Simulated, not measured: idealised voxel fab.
process module | voxel released beams
cross-section cut | 200 nm wide | cells 5 nm
A cross-section is a grid of square cells, given in bands from the top down. A band is one or more rows of cells.
Each band's line starts with the height of the band's top and of its bottom, in nm. Then come its materials from left to right, each with its width in nm. One material with "throughout" fills the band from edge to edge. "air" is empty space.
Height 0 is the level under which the wafer as received is all one material. The lowest band goes on downwards, as in "0 down".
A width such as "30 to 40" changes by the same amount from each row of cells to the next, from the band's top row to its bottom row.
"no change" after a step means that no cell of the cross-section changed.
closed voids: empty space of 8 cells or more with no open way to the top, each as width x height at its distance from the left edge, in nm
after a step's settings: what the simulator itself notes on the step
overlay nm, on a step with a mask: how far to the right of its planned place the mask lay; to the left if negative
Each pair below shows a cross-section before one step and the cross-section after it, down to the lowest band that changed. The line under each pair gives the step between them, with its settings. The pairs can come from different runs of this module on the same starting wafer, so a pair continues from the pair above only where its "before" says so.
before
  0 down: Si throughout
  closed voids: none
after
  10 to 0: SiN throughout
  below 0: unchanged
  closed voids: none
the step between: op CONFORMAL_DEP | material SiN | thk nm 10
before: the cross-section after the pair above
after
  30 to 10: SiO2 throughout
  below 10: unchanged
  closed voids: none
the step between: op DIRECTIONAL_DEP | material SiO2 | thk nm 20
before: the cross-section after the pair above
after
  30 to 10: SiO2 50 | air 30 | SiO2 120
  below 10: unchanged
  closed voids: none
the step between: op MASKED_ETCH | tone open | mask id ANCHOR | width nm 30 | etch materials SiO2 | depth nm 20 | overlay nm 0
before: the cross-section after the pair above
after
  40 to 30: TiN 60 | air 10 | TiN 130
  30 to 20: SiO2 50 | TiN 10 | air 10 | TiN 10 | SiO2 120
  20 to 10: SiO2 50 | TiN 30 | SiO2 120
  below 10: unchanged
  closed voids: none
the step between: op CONFORMAL_DEP | material TiN | thk nm 10
before: the cross-section after the pair above
after
  55 to 40: aC 60 | air 10 | aC 130
  40 to 35: TiN 60 | air 10 | TiN 130
  35 to 30: TiN 60 | aC 10 | TiN 130
  30 to 20: SiO2 50 | TiN 10 | aC 10 | TiN 10 | SiO2 120
  below 20: unchanged
  closed voids: none
the step between: op DIRECTIONAL_DEP | material aC | thk nm 15
before: the cross-section after the pair above
after
  85 to 55: air 45 | resist 100 | air 55
  55 to 40: aC 60 | resist 10 | aC 130
  40 to 35: TiN 60 | resist 10 | TiN 130
  below 35: unchanged
  closed voids: none
the step between: op PATTERN | tone cover | mask id BEAM | material resist | width nm 100 | thk nm 30 | overlay nm 0
before: the cross-section after the pair above
after
  70 to 55: air 45 | resist 100 | air 55
  55 to 40: air 45 | aC 15 | resist 10 | aC 75 | air 55
  below 40: unchanged
  closed voids: none
the step between: op DIRECTIONAL_ETCH | etch materials aC | depth nm 15
before: the cross-section after the pair above
after
  55 to 40: air 45 | aC 15 | air 10 | aC 75 | air 55
  40 to 35: TiN 60 | air 10 | TiN 130
  below 35: unchanged
  closed voids: none
the step between: op STRIP | etch materials resist
before: the cross-section after the pair above
after
  55 to 40: air 45 | aC 15 | air 10 | aC 75 | air 55
  40 to 35: air 45 | TiN 15 | air 10 | TiN 75 | air 55
  35 to 30: air 45 | TiN 15 | aC 10 | TiN 75 | air 55
  below 30: unchanged
  closed voids: none
the step between: op DIRECTIONAL_ETCH | etch materials TiN | depth nm 10
before: the cross-section after the pair above
after
  40 to 30: air 45 | TiN 15 | air 10 | TiN 75 | air 55
  30 to 20: SiO2 50 | TiN 10 | air 10 | TiN 10 | SiO2 120
  below 20: unchanged
  closed voids: none
the step between: op STRIP | etch materials aC
before: the cross-section after the pair above
after
  40 to 30: air 45 | TiN 15 | air 10 | TiN 75 | air 55
  30 to 20: air 50 | TiN 10 | air 10 | TiN 10 | air 120
  20 to 10: air 50 | TiN 30 | air 120
  below 10: unchanged
  closed voids: none
the step between: op STRIP | etch materials SiO2
before
  0 down: Si throughout
  closed voids: none
after
  20 to 0: SiO2 throughout
  below 0: unchanged
  closed voids: none
the step between: op DIRECTIONAL_DEP | material SiO2 | thk nm 20
before: the cross-section after the pair above
after
  20 to 0: SiO2 50 | air 30 | SiO2 120
  below 0: unchanged
  closed voids: none
the step between: op MASKED_ETCH | tone open | mask id ANCHOR | width nm 30 | etch materials SiO2 | depth nm 20 | overlay nm 0
before: the cross-section after the pair above
after
  30 to 20: TiN 60 | air 10 | TiN 130
  20 to 10: SiO2 50 | TiN 10 | air 10 | TiN 10 | SiO2 120
  10 to 0: SiO2 50 | TiN 30 | SiO2 120
  below 0: unchanged
  closed voids: none
the step between: op CONFORMAL_DEP | material TiN | thk nm 10
before: the cross-section after the pair above
after
  45 to 30: aC 60 | air 10 | aC 130
  30 to 25: TiN 60 | air 10 | TiN 130
  25 to 20: TiN 60 | aC 10 | TiN 130
  20 to 10: SiO2 50 | TiN 10 | aC 10 | TiN 10 | SiO2 120
  below 10: unchanged
  closed voids: none
the step between: op DIRECTIONAL_DEP | material aC | thk nm 15
before: the cross-section after the pair above
after
  75 to 45: air 45 | resist 100 | air 55
  45 to 30: aC 60 | resist 10 | aC 130
  30 to 25: TiN 60 | resist 10 | TiN 130
  below 25: unchanged
  closed voids: none
the step between: op PATTERN | tone cover | mask id BEAM | material resist | width nm 100 | thk nm 30 | overlay nm 0
before: the cross-section after the pair above
after
  60 to 45: air 45 | resist 100 | air 55
  45 to 30: air 45 | aC 15 | resist 10 | aC 75 | air 55
  below 30: unchanged
  closed voids: none
the step between: op DIRECTIONAL_ETCH | etch materials aC | depth nm 15
before: the cross-section after the pair above
after
  45 to 30: air 45 | aC 15 | air 10 | aC 75 | air 55
  30 to 25: TiN 60 | air 10 | TiN 130
  below 25: unchanged
  closed voids: none
the step between: op STRIP | etch materials resist
before: the cross-section after the pair above
after
  45 to 30: air 45 | aC 15 | air 10 | aC 75 | air 55
  30 to 25: air 45 | TiN 15 | air 10 | TiN 75 | air 55
  25 to 20: air 45 | TiN 15 | aC 10 | TiN 75 | air 55
  below 20: unchanged
  closed voids: none
the step between: op DIRECTIONAL_ETCH | etch materials TiN | depth nm 10
before: the cross-section after the pair above
after
  30 to 20: air 45 | TiN 15 | air 10 | TiN 75 | air 55
  20 to 10: SiO2 50 | TiN 10 | air 10 | TiN 10 | SiO2 120
  below 10: unchanged
  closed voids: none
the step between: op STRIP | etch materials aC
before: the cross-section after the pair above
after
  30 to 20: air 45 | TiN 15 | air 10 | TiN 75 | air 55
  20 to 10: air 50 | TiN 10 | air 10 | TiN 10 | air 120
  10 to 0: air 50 | TiN 30 | air 120
  below 0: unchanged
  closed voids: none
the step between: op STRIP | etch materials SiO2
before
  20 to 0: SiO2 throughout
  0 down: Si throughout
  closed voids: none
after
  30 to 20: SiN throughout
  below 20: unchanged
  closed voids: none
the step between: op CONFORMAL_DEP | material SiN | thk nm 10
before: the cross-section after the pair above
after
  40 to 30: TiN throughout
  below 30: unchanged
  closed voids: none
the step between: op CONFORMAL_DEP | material TiN | thk nm 10
before: the cross-section after the pair above
after
  55 to 40: aC throughout
  below 40: unchanged
  closed voids: none
the step between: op DIRECTIONAL_DEP | material aC | thk nm 15
before: the cross-section after the pair above
after
  85 to 55: air 45 | resist 100 | air 55
  below 55: unchanged
  closed voids: none
the step between: op PATTERN | tone cover | mask id BEAM | material resist | width nm 100 | thk nm 30 | overlay nm 0
before: the cross-section after the pair above
after
  70 to 55: air 45 | resist 100 | air 55
  55 to 40: air 45 | aC 100 | air 55
  below 40: unchanged
  closed voids: none
the step between: op DIRECTIONAL_ETCH | etch materials aC | depth nm 15
before: the cross-section after the pair above
after
  55 to 40: air 45 | aC 100 | air 55
  below 40: unchanged
  closed voids: none
the step between: op STRIP | etch materials resist
before: the cross-section after the pair above
after
  55 to 40: air 45 | aC 100 | air 55
  40 to 30: air 45 | TiN 100 | air 55
  below 30: unchanged
  closed voids: none
the step between: op DIRECTIONAL_ETCH | etch materials TiN | depth nm 10
before: the cross-section after the pair above
after
  40 to 30: air 45 | TiN 100 | air 55
  below 30: unchanged
  closed voids: none
the step between: op STRIP | etch materials aC
before
  55 to 40: air 45 | aC 15 | air 10 | aC 75 | air 55
  40 to 35: TiN 60 | air 10 | TiN 130
  35 to 30: TiN 60 | aC 10 | TiN 130
  30 to 20: SiO2 50 | TiN 10 | aC 10 | TiN 10 | SiO2 120
  20 to 10: SiO2 50 | TiN 30 | SiO2 120
  10 to 0: SiN throughout
  0 down: Si throughout
  closed voids: none
after
  55 to 40: air 45 | aC 15 | air 10 | aC 75 | air 55
  40 to 35: air 45 | TiN 15 | air 10 | TiN 75 | air 55
  below 35: unchanged
  closed voids: none
the step between: op DIRECTIONAL_ETCH | etch materials TiN | depth nm 5
before: the cross-section after the pair above
after
  40 to 35: air 45 | TiN 15 | air 10 | TiN 75 | air 55
  35 to 30: TiN 60 | air 10 | TiN 130
  30 to 20: SiO2 50 | TiN 10 | air 10 | TiN 10 | SiO2 120
  below 20: unchanged
  closed voids: none
the step between: op STRIP | etch materials aC
before
  55 to 40: aC 60 | air 10 | aC 130
  40 to 35: TiN 60 | air 10 | TiN 130
  35 to 30: TiN 60 | aC 10 | TiN 130
  30 to 20: SiO2 50 | TiN 10 | aC 10 | TiN 10 | SiO2 120
  20 to 10: SiO2 50 | TiN 30 | SiO2 120
  10 to 0: SiN throughout
  0 down: Si throughout
  closed voids: none
after
  85 to 55: air 45 | resist 105 | air 50
  55 to 40: aC 60 | resist 10 | aC 130
  40 to 35: TiN 60 | resist 10 | TiN 130
  below 35: unchanged
  closed voids: none
the step between: op PATTERN | tone cover | mask id BEAM | material resist | width nm 105 | thk nm 30 | overlay nm 0
before: the cross-section after the pair above
after
  70 to 55: air 45 | resist 105 | air 50
  55 to 40: air 45 | aC 15 | resist 10 | aC 80 | air 50
  below 40: unchanged
  closed voids: none
the step between: op DIRECTIONAL_ETCH | etch materials aC | depth nm 15
before: the cross-section after the pair above
after
  55 to 40: air 45 | aC 15 | air 10 | aC 80 | air 50
  40 to 35: TiN 60 | air 10 | TiN 130
  below 35: unchanged
  closed voids: none
the step between: op STRIP | etch materials resist
before: the cross-section after the pair above
after
  55 to 40: air 45 | aC 15 | air 10 | aC 80 | air 50
  40 to 35: air 45 | TiN 15 | air 10 | TiN 80 | air 50
  35 to 30: air 45 | TiN 15 | aC 10 | TiN 80 | air 50
  below 30: unchanged
  closed voids: none
the step between: op DIRECTIONAL_ETCH | etch materials TiN | depth nm 10
before: the cross-section after the pair above
after
  40 to 30: air 45 | TiN 15 | air 10 | TiN 80 | air 50
  30 to 20: SiO2 50 | TiN 10 | air 10 | TiN 10 | SiO2 120
  below 20: unchanged
  closed voids: none
the step between: op STRIP | etch materials aC
before: the cross-section after the pair above
after
  40 to 30: air 45 | TiN 15 | air 10 | TiN 80 | air 50
  30 to 20: air 50 | TiN 10 | air 10 | TiN 10 | air 120
  20 to 10: air 50 | TiN 30 | air 120
  below 10: unchanged
  closed voids: none
the step between: op STRIP | etch materials SiO2
before
  55 to 40: aC 60 | air 10 | aC 130
  40 to 35: TiN 60 | air 10 | TiN 130
  35 to 30: TiN 60 | aC 10 | TiN 130
  30 to 20: SiO2 50 | TiN 10 | aC 10 | TiN 10 | SiO2 120
  20 to 10: SiO2 50 | TiN 30 | SiO2 120
  10 to 0: SiN throughout
  0 down: Si throughout
  closed voids: none
after
  85 to 55: air 55 | resist 100 | air 45
  55 to 40: aC 60 | resist 10 | aC 130
  40 to 35: TiN 60 | resist 10 | TiN 130
  below 35: unchanged
  closed voids: none
the step between: op PATTERN | tone cover | mask id BEAM | material resist | width nm 100 | thk nm 30 | overlay nm 10
before: the cross-section after the pair above
after
  70 to 55: air 55 | resist 100 | air 45
  55 to 40: air 55 | aC 5 | resist 10 | aC 85 | air 45
  below 40: unchanged
  closed voids: none
the step between: op DIRECTIONAL_ETCH | etch materials aC | depth nm 15
before: the cross-section after the pair above
after
  55 to 40: air 55 | aC 5 | air 10 | aC 85 | air 45
  40 to 35: TiN 60 | air 10 | TiN 130
  below 35: unchanged
  closed voids: none
the step between: op STRIP | etch materials resist
before: the cross-section after the pair above
after
  55 to 40: air 55 | aC 5 | air 10 | aC 85 | air 45
  40 to 35: air 55 | TiN 5 | air 10 | TiN 85 | air 45
  35 to 30: air 55 | TiN 5 | aC 10 | TiN 85 | air 45
  below 30: unchanged
  closed voids: none
the step between: op DIRECTIONAL_ETCH | etch materials TiN | depth nm 10
before: the cross-section after the pair above
after
  40 to 30: air 55 | TiN 5 | air 10 | TiN 85 | air 45
  30 to 20: SiO2 50 | TiN 10 | air 10 | TiN 10 | SiO2 120
  below 20: unchanged
  closed voids: none
the step between: op STRIP | etch materials aC
before: the cross-section after the pair above
after
  40 to 30: air 55 | TiN 5 | air 10 | TiN 85 | air 45
  30 to 20: air 50 | TiN 10 | air 10 | TiN 10 | air 120
  20 to 10: air 50 | TiN 30 | air 120
  below 10: unchanged
  closed voids: none
the step between: op STRIP | etch materials SiO2
before
  0 down: Si throughout
  closed voids: none
after
  10 to 0: SiO2 throughout
  below 0: unchanged
  closed voids: none
the step between: op CONFORMAL_DEP | material SiO2 | thk nm 10
before: the cross-section after the pair above
after
  30 to 0: SiO2 throughout
  below 0: unchanged
  closed voids: none
the step between: op DIRECTIONAL_DEP | material SiO2 | thk nm 20
before: the cross-section after the pair above
after
  30 to 10: SiO2 50 | air 30 | SiO2 120
  below 10: unchanged
  closed voids: none
the step between: op MASKED_ETCH | tone open | mask id ANCHOR | width nm 30 | etch materials SiO2 | depth nm 20 | overlay nm 0
before: the cross-section after the pair above
after
  40 to 30: TiN 60 | air 10 | TiN 130
  30 to 20: SiO2 50 | TiN 10 | air 10 | TiN 10 | SiO2 120
  20 to 10: SiO2 50 | TiN 30 | SiO2 120
  below 10: unchanged
  closed voids: none
the step between: op CONFORMAL_DEP | material TiN | thk nm 10
before: the cross-section after the pair above
after
  55 to 40: aC 60 | air 10 | aC 130
  40 to 35: TiN 60 | air 10 | TiN 130
  35 to 30: TiN 60 | aC 10 | TiN 130
  30 to 20: SiO2 50 | TiN 10 | aC 10 | TiN 10 | SiO2 120
  below 20: unchanged
  closed voids: none
the step between: op DIRECTIONAL_DEP | material aC | thk nm 15
before: the cross-section after the pair above
after
  85 to 55: air 45 | resist 100 | air 55
  55 to 40: aC 60 | resist 10 | aC 130
  40 to 35: TiN 60 | resist 10 | TiN 130
  below 35: unchanged
  closed voids: none
the step between: op PATTERN | tone cover | mask id BEAM | material resist | width nm 100 | thk nm 30 | overlay nm 0
before: the cross-section after the pair above
after
  70 to 55: air 45 | resist 100 | air 55
  55 to 40: air 45 | aC 15 | resist 10 | aC 75 | air 55
  below 40: unchanged
  closed voids: none
the step between: op DIRECTIONAL_ETCH | etch materials aC | depth nm 15
before: the cross-section after the pair above
after
  55 to 40: air 45 | aC 15 | air 10 | aC 75 | air 55
  40 to 35: TiN 60 | air 10 | TiN 130
  below 35: unchanged
  closed voids: none
the step between: op STRIP | etch materials resist
before: the cross-section after the pair above
after
  55 to 40: air 45 | aC 15 | air 10 | aC 75 | air 55
  40 to 35: air 45 | TiN 15 | air 10 | TiN 75 | air 55
  35 to 30: air 45 | TiN 15 | aC 10 | TiN 75 | air 55
  below 30: unchanged
  closed voids: none
the step between: op DIRECTIONAL_ETCH | etch materials TiN | depth nm 10
before: the cross-section after the pair above
after
  40 to 30: air 45 | TiN 15 | air 10 | TiN 75 | air 55
  30 to 20: SiO2 50 | TiN 10 | air 10 | TiN 10 | SiO2 120
  below 20: unchanged
  closed voids: none
the step between: op STRIP | etch materials aC
before: the cross-section after the pair above
after
  0 down: Si throughout
  closed voids: none
the step between: op STRIP | etch materials SiO2
before
  30 to 10: SiO2 throughout
  10 to 0: SiN throughout
  0 down: Si throughout
  closed voids: none
after
  30 to 10: air 50 | SiO2 30 | air 120
  below 10: unchanged
  closed voids: none
the step between: op MASKED_ETCH | tone cover | mask id ANCHOR | width nm 30 | etch materials SiO2 | depth nm 20 | overlay nm 0
before: the cross-section after the pair above
after
  40 to 30: air 40 | TiN 50 | air 110
  30 to 20: air 40 | TiN 10 | SiO2 30 | TiN 10 | air 110
  20 to 10: TiN 50 | SiO2 30 | TiN 120
  below 10: unchanged
  closed voids: none
the step between: op CONFORMAL_DEP | material TiN | thk nm 10
before: the cross-section after the pair above
after
  55 to 40: air 40 | aC 50 | air 110
  40 to 35: air 40 | TiN 50 | air 110
  35 to 30: aC 40 | TiN 50 | aC 110
  30 to 20: aC 40 | TiN 10 | SiO2 30 | TiN 10 | aC 110
  below 20: unchanged
  closed voids: none
the step between: op DIRECTIONAL_DEP | material aC | thk nm 15
before: the cross-section after the pair above
after
  85 to 55: air 45 | resist 100 | air 55
  55 to 40: air 40 | aC 50 | resist 55 | air 55
  40 to 35: air 40 | TiN 50 | resist 55 | air 55
  below 35: unchanged
  closed voids: none
the step between: op PATTERN | tone cover | mask id BEAM | material resist | width nm 100 | thk nm 30 | overlay nm 0
before: the cross-section after the pair above
after
  70 to 55: air 45 | resist 100 | air 55
  55 to 40: air 45 | aC 45 | resist 55 | air 55
  40 to 35: air 40 | TiN 50 | resist 55 | air 55
  35 to 30: air 40 | TiN 50 | aC 55 | air 55
  30 to 20: air 40 | TiN 10 | SiO2 30 | TiN 10 | aC 55 | air 55
  below 20: unchanged
  closed voids: none
the step between: op DIRECTIONAL_ETCH | etch materials aC | depth nm 15
before: the cross-section after the pair above
after
  55 to 40: air 45 | aC 45 | air 110
  40 to 35: air 40 | TiN 50 | air 110
  below 35: unchanged
  closed voids: none
the step between: op STRIP | etch materials resist
before: the cross-section after the pair above
after
  55 to 40: air 45 | aC 45 | air 110
  40 to 35: air 45 | TiN 45 | air 110
  35 to 30: air 45 | TiN 45 | aC 55 | air 55
  30 to 20: air 40 | TiN 10 | SiO2 30 | TiN 10 | aC 55 | air 55
  20 to 10: air 40 | TiN 10 | SiO2 30 | TiN 65 | air 55
  below 10: unchanged
  closed voids: none
the step between: op DIRECTIONAL_ETCH | etch materials TiN | depth nm 10
before: the cross-section after the pair above
after
  40 to 30: air 45 | TiN 45 | air 110
  30 to 20: air 40 | TiN 10 | SiO2 30 | TiN 10 | air 110
  below 20: unchanged
  closed voids: none
the step between: op STRIP | etch materials aC
